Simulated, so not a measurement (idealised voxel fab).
Process module heading - voxel released beams
Section cut is 190 nm wide and gridded with 5 nm square cells.
Format of a cross-section: grid, square cells. Given as bands. Order: top down. Band: one or more rows of cells. Read a band's entry like this: the first values are the height of its top and the height of its bottom in nm, and what follows is the sequence of materials from left to right, each with its width in nm. Note that "air" is empty space, and that a single material marked "full width" reaches across the band from edge to edge. Heights are reckoned from 0. Under this level, the received wafer is all of one material. The bottommost band is open-ended downward, for example "top 0, no bottom". Read "30..40" as a graded width: first number on top, second number at the bottom, same change between each pair of neighbouring rows. Reading "remained the same" for a step: not a cell of the cross-section changed in it. "Sealed voids": sealed empty spaces, 8 cells or more, no open way to top, listed width x height at distance, with distance from the left edge and width, height and distance in nm. Post-settings text on a step line: simulator's own remark regarding the step. Among the settings permitted on a step's line is "overlay nm"; applied to a step with a mask, it specifies the extent to which the mask lay to the right of its planned position, whereas a negative figure signifies a position to the left.

Process steps - plan:
step 1: RECEIVE, material Si
step 2: CONFORMAL_DEP, material SiN, thk nm 5
step 3: DIRECTIONAL_DEP, material SiO2, thk nm 20
step 4: PATTERN, tone open, mask id ANCHOR, material resist, width nm 45, thk nm 15, overlay nm 0
step 5: DIRECTIONAL_ETCH, etch materials SiO2, depth nm 20
step 6: STRIP, etch materials resist
step 7: CONFORMAL_DEP, material TiN, thk nm 15
step 8: PATTERN, tone cover, mask id BEAM, material resist, width nm 120, thk nm 15, overlay nm 0
step 9: DIRECTIONAL_ETCH, etch materials TiN, depth nm 15
step 10: STRIP, etch materials resist
step 11: STRIP, etch materials SiO2
For this document, wafers share an identical start and vary in the step 8 width nm; the plan quotes the first wafer's value.

Cross-section of the first of several wafers on receipt, reflecting completion of step 1:
> top 0, no bottom = Si full width
> Sealed voids: none

The table below has one row for each wafer; a row shows, as of the end of the module, how many cells of each material the wafer has gained, marked (+), or lost, marked (-), since it was received, and then the wafer's closed voids:
width nm 120, +38 SiN, +96 TiN, Sealed voids: none
width nm 125, +38 SiN, +99 TiN, Sealed voids: none
width nm 130, +38 SiN, +102 TiN, Sealed voids: none
width nm 135, +38 SiN, +105 TiN, Sealed voids: none
width nm 140, +38 SiN, +108 TiN, Sealed voids: none
width nm 145, +38 SiN, +111 TiN, Sealed voids: none
